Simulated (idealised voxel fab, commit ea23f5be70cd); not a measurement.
Title: Process Module voxel wiring stack
Displayed cross-section: cut, width of 185 nm, square cells sized 5 nm.
Think of the cross-section as a grid of square cells. We describe it in bands, top to bottom, and each band covers one or more rows of those cells. This entry defines a band. It first specifies the height of the band's top and the height of its bottom in nm, and then specifies the band's materials from left to right, stating each material with its width in nm. The word "edge to edge" identifies a single material that fills the band from edge to edge, while the word "empty" identifies empty space. The reference from which all heights are counted is 0, the level beneath which the as-received wafer is entirely one material; the lowest band, having no lower bound, proceeds downward and is written after the example "0 down". Top row gets the first number, bottom row gets the second, and each row in between changes by the same step: that is how a band width like "30->40" works. Step note "nothing got changed" = no cross-section cell changed. The list in "Closed cavities" covers empty spaces of 8 cells or more that cannot reach the top through any open way, and it gives each as width x height at distance; the distance is from the left edge, and width, height and distance are in nm. Text after the settings on a step's line: the simulator's own remark on that step. If you see "overlay nm" on a step's line and that step has a mask, it's telling you how far right of where it was planned the mask ended up; a negative number means it went left instead.

**The steps planned for the process are as follows**
1. RECEIVE with material Si
2. CONFORMAL_DEP with material SiO2, thk nm 15
3. CONFORMAL_DEP with material SiN, thk nm 5
4. DIRECTIONAL_DEP with material lowk, thk nm 20
5. PATTERN with tone open, mask id METAL_1, material resist, width nm 20, pitch nm 45, thk nm 20, overlay nm 0
6. DIRECTIONAL_ETCH with etch materials lowk, depth nm 20
7. DIRECTIONAL_ETCH with etch materials SiN, depth nm 5
8. STRIP with etch materials resist
9. CONFORMAL_DEP with material TiN, thk nm 5
10. FILL_DEP with material Cu, thk nm 10
11. CMP with height nm 40
12. EPI with material Ru, thk nm 5
13. FILL_DEP with material SiCN, thk nm 5
14. DIRECTIONAL_DEP with material lowk, thk nm 20
15. MASKED_ETCH with tone open, mask id PLUG_1, width nm 15, pitch nm 90, etch materials lowk, depth nm 20, overlay nm 0
16. MASKED_ETCH with tone open, mask id PLUG_1, width nm 15, pitch nm 90, etch materials SiCN, depth nm 5, overlay nm 0
17. CONFORMAL_DEP with material TiN, thk nm 5
18. FILL_DEP with material W, thk nm 5
19. CMP with height nm 70
20. DIRECTIONAL_DEP with material TiN, thk nm 5
21. DIRECTIONAL_DEP with material Ru, thk nm 25
22. DIRECTIONAL_DEP with material aC, thk nm 10
23. PATTERN with tone cover, mask id METAL_2, material resist, width nm 20, pitch nm 45, thk nm 30, overlay nm 0
24. DIRECTIONAL_ETCH with etch materials aC, depth nm 10
25. STRIP with etch materials resist
26. DIRECTIONAL_ETCH with etch materials Ru, depth nm 25
27. DIRECTIONAL_ETCH with etch materials TiN, depth nm 5
28. STRIP with etch materials aC
29. FILL_DEP with material SiO2, thk nm 10
30. CMP with height nm 100
31. CONFORMAL_DEP with material SiCN, thk nm 5

**Cross-section of the wafer upon arrival, representing the state reached after step 1**
> 0 down: Si edge to edge
> Closed cavities: none

**Result of the module, cross-sectioned: start per above, plan per above, one error in how it was run**
> 105 to 100: SiCN edge to edge
> 100 to 75: 35 of SiO2; 20 of Ru; 25 of SiO2; 20 of Ru; 25 of SiO2; 20 of Ru; 40 of SiO2
> 75 to 70: 35 of SiO2; 20 of TiN; 25 of SiO2; 20 of TiN; 25 of SiO2; 20 of TiN; 40 of SiO2
> 70 to 50: 35 of lowk; 5 of TiN; 5 of W; 5 of TiN; 75 of lowk; 5 of TiN; 5 of W; 5 of TiN; 45 of lowk
> 50 to 45: 35 of SiCN; 15 of TiN; 75 of SiCN; 15 of TiN; 45 of SiCN
> 45 to 40: 30 of SiCN; 30 of Ru; 15 of SiCN; 30 of Ru; 15 of SiCN; 30 of Ru; 35 of SiCN
> 40 to 35: 35 of lowk; 5 of TiN; 10 of Cu; 5 of TiN; 25 of lowk; 5 of TiN; 10 of Cu; 5 of TiN; 25 of lowk; 5 of TiN; 10 of Cu; 5 of TiN; 40 of lowk
> 35 to 30: 35 of SiN; 20 of TiN; 25 of SiN; 20 of TiN; 25 of SiN; 20 of TiN; 40 of SiN
> 30 to 0: SiO2 edge to edge
> 0 down: Si edge to edge
> Closed cavities: none
Run error: the plan had its step 2 run twice
